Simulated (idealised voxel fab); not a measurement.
voxel wiring stack: a process module
This is section cut - it's 265 nm across, gridded in 5 nm square cells.
How to read a cross-section here: the picture is a grid of square cells, written as bands going from the top down, and any band can span one or more rows of cells.
The entry gives the band's vertical extent as a top height and a bottom height in nm, then its horizontal make-up as materials from left to right, each with a width in nm. "blank" stands for empty space; a single material marked "throughout" fills the band edge to edge.
We count height from 0. Below that, the starting wafer is all one material. The lowest band never ends at the bottom but goes on down; see "top 0, no bottom" for how that is written.
Width spec "30->40" -> top row of cells at first value, bottom row at second value, equal per-row change in between.
Basically "no alterations made" means that step didn't change any cell in the cross-section.
Closed empty spaces (no open way to the top) of 8 cells or more are what "Closed cavities" lists, each as width x height at distance from the left edge, nm for all three.
Whatever follows a step's settings on its line is a remark the simulator itself makes about that step.
On any step carrying a mask, the "overlay nm" setting, if present on the step's line, tells how far right of its planned place the mask lay; negative values point to the left.
Process steps (planned):
1) RECEIVE | material Si
2) CONFORMAL_DEP | material SiO2 | thk nm 15
3) CONFORMAL_DEP | material SiN | thk nm 5
4) DIRECTIONAL_DEP | material SiO2 | thk nm 15
5) PATTERN | tone open | mask id METAL_1 | material resist | width nm 20 | pitch nm 40 | thk nm 20 | overlay nm 0
6) DIRECTIONAL_ETCH | etch materials SiO2 | depth nm 15
7) DIRECTIONAL_ETCH | etch materials SiN | depth nm 5
8) STRIP | etch materials resist
9) CONFORMAL_DEP | material TiN | thk nm 5
10) FILL_DEP | material Ru | thk nm 10
11) CMP | height nm 35
12) EPI | material Ru | thk nm 5
13) FILL_DEP | material SiCN | thk nm 5
14) DIRECTIONAL_DEP | material SiO2 | thk nm 20
15) PATTERN | tone open | mask id PLUG_1 | material resist | width nm 15 | pitch nm 40 | thk nm 20 | overlay nm 0
16) DIRECTIONAL_ETCH | etch materials SiO2 | depth nm 20
17) DIRECTIONAL_ETCH | etch materials SiCN | depth nm 5
18) STRIP | etch materials resist
19) CONFORMAL_DEP | material TiN | thk nm 5
20) FILL_DEP | material W | thk nm 10
21) CMP | height nm 65
22) DIRECTIONAL_DEP | material TiN | thk nm 5
23) DIRECTIONAL_DEP | material W | thk nm 20
24) MASKED_ETCH | tone cover | mask id METAL_2 | width nm 20 | pitch nm 40 | etch materials W | depth nm 20 | overlay nm 0
25) MASKED_ETCH | tone cover | mask id METAL_2 | width nm 20 | pitch nm 40 | etch materials TiN | depth nm 5 | overlay nm 0
26) CONFORMAL_DEP | material SiN | thk nm 5
27) FILL_DEP | material SiO2 | thk nm 5
28) CMP | height nm 90
29) CONFORMAL_DEP | material SiCN | thk nm 5
30) DIRECTIONAL_DEP | material SiO2 | thk nm 30
31) PATTERN | tone open | mask id METAL_3 | material resist | width nm 20 | pitch nm 40 | thk nm 15 | overlay nm 0
32) DIRECTIONAL_ETCH | etch materials SiO2 | depth nm 15
33) STRIP | etch materials resist
34) PATTERN | tone open | mask id METAL_3_HOLES | material resist | width nm 15 | pitch nm 40 | thk nm 15 | overlay nm 0
35) DIRECTIONAL_ETCH | etch materials SiO2 | depth nm 15
36) DIRECTIONAL_ETCH | etch materials SiCN | depth nm 5
37) STRIP | etch materials resist
38) CONFORMAL_DEP | material TiN | thk nm 5
39) FILL_DEP | material Cu | thk nm 5
40) CMP | height nm 125
41) CONFORMAL_DEP | material SiN | thk nm 5
As received (post step 1): cross-section:
    top 0, no bottom  Si throughout
    Closed cavities: none
Starting wafer: above. Plan: above. Run: one mistake. Cross-section after the module: below:
    top 130, bottom 125  SiN throughout
    top 125, bottom 115  SiO2 (100) | TiN (5) | Cu (10) | TiN (5) | SiO2 (20) | TiN (5) | Cu (10) | TiN (5) | SiO2 (105)
    top 115, bottom 110  SiO2 (100) | TiN (5) | Cu (5) | TiN (10) | SiO2 (20) | TiN (5) | Cu (5) | TiN (10) | SiO2 (105)
    top 110, bottom 95  SiO2 (100) | TiN (5) | Cu (5) | TiN (5) | SiO2 (25) | TiN (5) | Cu (5) | TiN (5) | SiO2 (110)
    top 95, bottom 90  SiCN (100) | TiN (15) | SiCN (25) | TiN (15) | SiCN (110)
    top 90, bottom 70  SiO2 (95) | SiN (5) | W (20) | SiN (5) | SiO2 (10) | SiN (5) | W (20) | SiN (5) | SiO2 (100)
    top 70, bottom 65  SiN (100) | TiN (20) | SiN (20) | TiN (20) | SiN (105)
    top 65, bottom 45  SiO2 (95) | TiN (5) | W (15) | TiN (5) | SiO2 (15) | TiN (5) | W (15) | TiN (5) | SiO2 (105)
    top 45, bottom 40  SiCN (95) | TiN (25) | SiCN (15) | TiN (25) | SiCN (105)
    top 40, bottom 35  SiCN (95) | Ru (30) | SiCN (10) | Ru (30) | SiCN (100)
    top 35, bottom 20  SiO2 (100) | TiN (5) | Ru (10) | TiN (5) | SiO2 (20) | TiN (5) | Ru (10) | TiN (5) | SiO2 (105)
    top 20, bottom 15  SiN (100) | TiN (20) | SiN (20) | TiN (20) | SiN (105)
    top 15, bottom 0  SiO2 throughout
    top 0, no bottom  Si throughout
    Closed cavities: none
Short version of what went wrong: it should be noted that step 15 was executed with settings other than those planned, the operation and settings actually applied being PATTERN | tone open | mask id PLUG_1 | material resist | width nm 25 | pitch nm 40 | thk nm 20 | overlay nm 0
